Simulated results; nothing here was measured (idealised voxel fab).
voxel air gaps: a process module
Cross-section cut: width 155 nm, square cells of 5 nm.
Cross-section spec: square-cell grid; bands listed top down; each band is one or more rows. Each band's line starts with the height of the band's top and of its bottom, in nm. Then come its materials from left to right, each with its width in nm. One material with "all across" fills the band from edge to edge. "empty" is empty space. Heads up on the height convention: 0 is the point under which the incoming wafer is all one material, and the lowest band has no bottom, it just keeps going down, like "top 0, no bottom". Per-row width for "30->40": begins at first number (top row of band), ends at second number (bottom row), increment between rows held constant. Any step labelled "nothing different" changed none of the cells in the cross-section. In the "Cavities, closed" entry, you get each enclosed empty space of 8 cells or more, one with no open way to the top, written width x height at distance, distance from the left edge, in nm. Step line, after settings: the simulator's comment on this step. When a step includes a mask, the "overlay nm" setting on its line states how far to the right of its planned place that mask lay, and negative values state how far to the left.
LIST OF PLANNED PROCESS STEPS
- 1: RECEIVE: material Si
- 2: CONFORMAL_DEP: material SiO2, thk nm 15
- 3: CONFORMAL_DEP: material SiN, thk nm 5
- 4: DIRECTIONAL_DEP: material lowk, thk nm 35
- 5: DIRECTIONAL_DEP: material aC, thk nm 10
- 6: PATTERN: tone open, mask id LINES, material resist, width nm 15, pitch nm 40, thk nm 30, overlay nm 0
- 7: DIRECTIONAL_ETCH: etch materials aC, depth nm 10
- 8: STRIP: etch materials resist
- 9: DIRECTIONAL_ETCH: etch materials lowk, depth nm 35
- 10: STRIP: etch materials aC
- 11: CONFORMAL_DEP: material TiN, thk nm 5
- 12: FILL_DEP: material Ru, thk nm 5
- 13: CMP: height nm 55
- 14: EPI: material Ru, thk nm 10
- 15: SELECTIVE_ETCH: etch materials lowk, depth nm 45
- 16: CONFORMAL_DEP: material SiN, thk nm 5
INCOMING WAFER, CROSS-SECTIONAL VIEW, POST STEP 1
	top 0, no bottom | Si all across
	Cavities, closed: none
CROSS-SECTION: FIRST OF TWO WAFERS, MODULE FINISHED, RUN ACCORDING TO PLAN
	top 70, bottom 65 | empty 15 nm; SiN 125 nm; empty 15 nm
	top 65, bottom 55 | empty 15 nm; SiN 5 nm; Ru 35 nm; SiN 5 nm; Ru 35 nm; SiN 5 nm; Ru 35 nm; SiN 5 nm; empty 15 nm
	top 55, bottom 50 | empty 15 nm; SiN 15 nm; TiN 5 nm; Ru 5 nm; TiN 5 nm; SiN 25 nm; TiN 5 nm; Ru 5 nm; TiN 5 nm; SiN 25 nm; TiN 5 nm; Ru 5 nm; TiN 5 nm; SiN 15 nm; empty 15 nm
	top 50, bottom 25 | empty 25 nm; SiN 5 nm; TiN 5 nm; Ru 5 nm; TiN 5 nm; SiN 5 nm; empty 15 nm; SiN 5 nm; TiN 5 nm; Ru 5 nm; TiN 5 nm; SiN 5 nm; empty 15 nm; SiN 5 nm; TiN 5 nm; Ru 5 nm; TiN 5 nm; SiN 5 nm; empty 25 nm
	top 25, bottom 20 | SiN 30 nm; TiN 15 nm; SiN 25 nm; TiN 15 nm; SiN 25 nm; TiN 15 nm; SiN 30 nm
	top 20, bottom 15 | SiN all across
	top 15, bottom 0 | SiO2 all across
	top 0, no bottom | Si all across
	Cavities, closed: 15 x 25 at 50; 15 x 25 at 90
WAFER TWO CROSS-SECTION, MODULE END. START AND PLAN UNCHANGED FROM WAFER ONE; ONE MISTAKE MADE DURING THE RUN
	top 70, bottom 65 | SiN all across
	top 65, bottom 55 | Ru all across
	top 55, bottom 50 | TiN 35 nm; Ru 5 nm; TiN 35 nm; Ru 5 nm; TiN 35 nm; Ru 5 nm; TiN 35 nm
	top 50, bottom 20 | lowk 30 nm; TiN 5 nm; Ru 5 nm; TiN 5 nm; lowk 25 nm; TiN 5 nm; Ru 5 nm; TiN 5 nm; lowk 25 nm; TiN 5 nm; Ru 5 nm; TiN 5 nm; lowk 30 nm
	top 20, bottom 15 | lowk 30 nm; TiN 15 nm; lowk 25 nm; TiN 15 nm; lowk 25 nm; TiN 15 nm; lowk 30 nm
	top 15, bottom 0 | SiO2 all across
	top 0, no bottom | Si all across
	Cavities, closed: none
What broke from the plan during processing? step 3 was left out
Counted in cells at the end, the second wafer holds more or fewer of these materials than the first: Ru: 23 more; SiN: 101 fewer; TiN: 28 more; lowk: 154 more
The first wafer finishes with 2 closed voids, while the second finishes with 0.
